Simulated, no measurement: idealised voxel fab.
The following is a process module called voxel tone inversion.
Cross-section cut: width 240 nm, square cells of 5 nm.
Square cells in a grid make up a cross-section in this document, and the grid is given as bands, listed from the top down, each one or more rows of cells.
In this notation a band is specified by the heights of its top and bottom, in that order and in nm, after which its materials appear from left to right, each paired with its width in nm. The word "full width" attached to a single material means that material fills the band from edge to edge; the word "empty" stands for empty space.
Below 0: as-received wafer, all one material; heights counted from there. Lowest band: no bottom, goes on down, written "top 0, no bottom".
So if you see something like "30->40" for the width, read it as the top row of the band sitting at the first number and the bottom row at the second, with every row in between moving by the same amount as the last.
It should be understood that the words "remained unchanged", when stated for a given step, signify that the cross-section underwent no change in any of its cells during that step.
If an empty space has no open way to the top and is at least 8 cells in size, "Closed void entries" lists it, written width x height at distance, where distance is measured from the left edge and every value is in nm.
after a step's settings: what the simulator itself notes on the step
A step's line can hold "overlay nm"; with a mask on that step, the setting says how far right of the planned place the mask lay, while a negative setting says it lay to the left.
## Intended process steps
- 1: RECEIVE | material Si
- 2: CONFORMAL_DEP | material SiN | thk nm 10
- 3: DIRECTIONAL_DEP | material aC | thk nm 25
- 4: PATTERN | tone cover | mask id POSTS | material resist | width nm 15 | pitch nm 50 | thk nm 35 | overlay nm 0
- 5: DIRECTIONAL_ETCH | etch materials aC | depth nm 25
- 6: STRIP | etch materials resist
- 7: FILL_DEP | material lowk | thk nm 5
- 8: CMP | height nm 35
- 9: STRIP | etch materials aC
- 10: CONFORMAL_DEP | material TiN | thk nm 5
- 11: FILL_DEP | material Ru | thk nm 10
- 12: CMP | height nm 35
- 13: CONFORMAL_DEP | material SiN | thk nm 5
The wafers are alike at the start. At step 4, their width nm differs. The plan lists the first wafer's value.
## The as-received cross-section of the first of several wafers corresponds to the state after step 1
- top 0, no bottom: Si full width
- Closed void entries: none
## Cross-section of the first of several wafers once the module has run through its last step, step 13
- top 40, bottom 35: SiN full width
- top 35, bottom 15: lowk 40 nm  TiN 5 nm  Ru 5 nm  TiN 5 nm  lowk 35 nm  TiN 5 nm  Ru 5 nm  TiN 5 nm  lowk 35 nm  TiN 5 nm  Ru 5 nm  TiN 5 nm  lowk 35 nm  TiN 5 nm  Ru 5 nm  TiN 5 nm  lowk 35 nm
- top 15, bottom 10: lowk 40 nm  TiN 15 nm  lowk 35 nm  TiN 15 nm  lowk 35 nm  TiN 15 nm  lowk 35 nm  TiN 15 nm  lowk 35 nm
- top 10, bottom 0: SiN full width
- top 0, no bottom: Si full width
- Closed void entries: none
## End of module: cross-section, last of several wafers
- top 40, bottom 35: SiN full width
- top 35, bottom 15: lowk 30 nm  TiN 5 nm  Ru 25 nm  TiN 5 nm  lowk 15 nm  TiN 5 nm  Ru 25 nm  TiN 5 nm  lowk 15 nm  TiN 5 nm  Ru 25 nm  TiN 5 nm  lowk 15 nm  TiN 5 nm  Ru 25 nm  TiN 5 nm  lowk 25 nm
- top 15, bottom 10: lowk 30 nm  TiN 35 nm  lowk 15 nm  TiN 35 nm  lowk 15 nm  TiN 35 nm  lowk 15 nm  TiN 35 nm  lowk 25 nm
- top 10, bottom 0: SiN full width
- top 0, no bottom: Si full width
- Closed void entries: none
## Here is how to read the rows: every wafer has a row, and it shows the wafer at the end of the module, giving for each material how many cells were gained (+) or lost (-) since the wafer was received, then listing its closed voids
width nm 15, +16 Ru, +144 SiN, +44 TiN, +180 lowk, Closed void entries: none
width nm 20, +32 Ru, +144 SiN, +48 TiN, +160 lowk, Closed void entries: none
width nm 25, +48 Ru, +144 SiN, +52 TiN, +140 lowk, Closed void entries: none
width nm 30, +64 Ru, +144 SiN, +56 TiN, +120 lowk, Closed void entries: none
width nm 35, +80 Ru, +144 SiN, +60 TiN, +100 lowk, Closed void entries: none
